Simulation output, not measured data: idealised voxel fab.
process module | voxel transistor to metal
cross-section cut | 195 nm wide | cells 5 nm
A cross-section is a grid of square cells, given in bands from the top down. A band is one or more rows of cells.
Each band's line starts with the height of the band's top and of its bottom, in nm. Then come its materials from left to right, each with its width in nm. One material with "throughout" fills the band from edge to edge. "air" is empty space.
Height 0 is the level under which the wafer as received is all one material. The lowest band goes on downwards, as in "0 down".
A width such as "30 to 40" changes by the same amount from each row of cells to the next, from the band's top row to its bottom row.
"no change" after a step means that no cell of the cross-section changed.
closed voids: empty space of 8 cells or more with no open way to the top, each as width x height at its distance from the left edge, in nm
after a step's settings: what the simulator itself notes on the step
overlay nm, on a step with a mask: how far to the right of its planned place the mask lay; to the left if negative
plan
1 op RECEIVE | material Si
2 op OXIDIZE | depth nm 5
3 op CONFORMAL_DEP | material SiN | thk nm 10
4 op PATTERN | tone cover | mask id ACTIVE | material resist | width nm 115 | thk nm 20 | overlay nm 0
5 op DIRECTIONAL_ETCH | etch materials SiN | depth nm 10
6 op DIRECTIONAL_ETCH | etch materials SiO2 | depth nm 5
7 op DIRECTIONAL_ETCH | etch materials Si | depth nm 35
8 op STRIP | etch materials resist
9 op FILL_DEP | material SiO2 | thk nm 5
10 op CMP | height nm 10
11 op SELECTIVE_ETCH | etch materials SiO2 | depth nm 10
12 op STRIP | etch materials SiN
13 op SELECTIVE_ETCH | etch materials SiO2 | depth nm 5
14 op OXIDIZE | depth nm 5
15 op DIRECTIONAL_DEP | material polySi | thk nm 20
16 op DIRECTIONAL_DEP | material SiCN | thk nm 10
17 op MASKED_ETCH | tone cover | mask id GATE | width nm 25 | etch materials SiCN | depth nm 20 | overlay nm 0
18 op MASKED_ETCH | tone cover | mask id GATE | width nm 25 | etch materials polySi | depth nm 30 | overlay nm 0
19 op CONFORMAL_DEP | material SiN | thk nm 10
20 op DIRECTIONAL_ETCH | etch materials SiN | depth nm 10
21 op DIRECTIONAL_ETCH | etch materials SiO2 | depth nm 5
22 op DIRECTIONAL_ETCH | etch materials Si | depth nm 10
23 op EPI | material SiGe | thk nm 10
24 op FILL_DEP | material SiO2 | thk nm 5
25 op CMP | height nm 15
26 op STRIP | etch materials polySi
27 op SELECTIVE_ETCH | etch materials SiO2 | depth nm 5
28 op CONFORMAL_DEP | material HfO2 | thk nm 5
29 op CONFORMAL_DEP | material TiN | thk nm 5
30 op FILL_DEP | material W | thk nm 10
31 op CMP | height nm 10
32 op DIRECTIONAL_DEP | material SiO2 | thk nm 15
33 op MASKED_ETCH | tone open | mask id CONTACT | width nm 20 | pitch nm 75 | etch materials SiO2 | depth nm 35 | overlay nm 0
34 op CONFORMAL_DEP | material TiN | thk nm 5
35 op FILL_DEP | material W | thk nm 10
36 op CMP | height nm 25
37 op DIRECTIONAL_DEP | material TiN | thk nm 5
38 op DIRECTIONAL_DEP | material W | thk nm 20
39 op PATTERN | tone cover | mask id METAL_1 | material resist | width nm 20 | pitch nm 75 | thk nm 15 | overlay nm 0
40 op DIRECTIONAL_ETCH | etch materials W | depth nm 20
41 op DIRECTIONAL_ETCH | etch materials TiN | depth nm 5
42 op STRIP | etch materials resist
43 op CONFORMAL_DEP | material SiN | thk nm 5
44 op FILL_DEP | material lowk | thk nm 5
45 op CMP | height nm 50
46 op CONFORMAL_DEP | material SiCN | thk nm 5
as received, after step 1
  0 down: Si throughout
  closed voids: none
a wafer at the end: this start, this plan, one mistake
  55 to 50: SiCN throughout
  50 to 30: lowk 45 | SiN 5 | W 20 | SiN 5 | lowk 45 | SiN 5 | W 20 | SiN 5 | lowk 45
  30 to 25: SiN 50 | TiN 20 | SiN 55 | TiN 20 | SiN 50
  25 to 10: SiO2 50 | TiN 5 | W 10 | TiN 5 | SiO2 55 | TiN 5 | W 10 | TiN 5 | SiO2 50
  10 to 0: SiO2 50 | TiN 5 | W 10 to 5 | TiN 5 to 10 | SiO2 5 | SiN 10 | HfO2 5 | TiN 5 | W 5 | TiN 5 | HfO2 5 | SiN 10 | SiO2 5 | TiN 5 to 10 | W 10 to 5 | TiN 5 | SiO2 50
  0 to -5: SiO2 50 | TiN 5 | W 5 | TiN 5 | SiGe 10 | SiN 10 | HfO2 5 | TiN 15 | HfO2 5 | SiN 10 | SiGe 10 | TiN 5 | W 5 | TiN 5 | SiO2 50
  -5 to -10: SiO2 50 | TiN 15 | SiGe 10 | SiO2 5 | HfO2 35 | SiO2 5 | SiGe 10 | TiN 15 | SiO2 50
  -10 to -20: SiO2 40 | SiGe 35 | Si 45 | SiGe 35 | SiO2 40
  -20 to -75: SiO2 40 | Si 115 | SiO2 40
  -75 down: Si throughout
  closed voids: none
what went wrong: step 7 was run twice
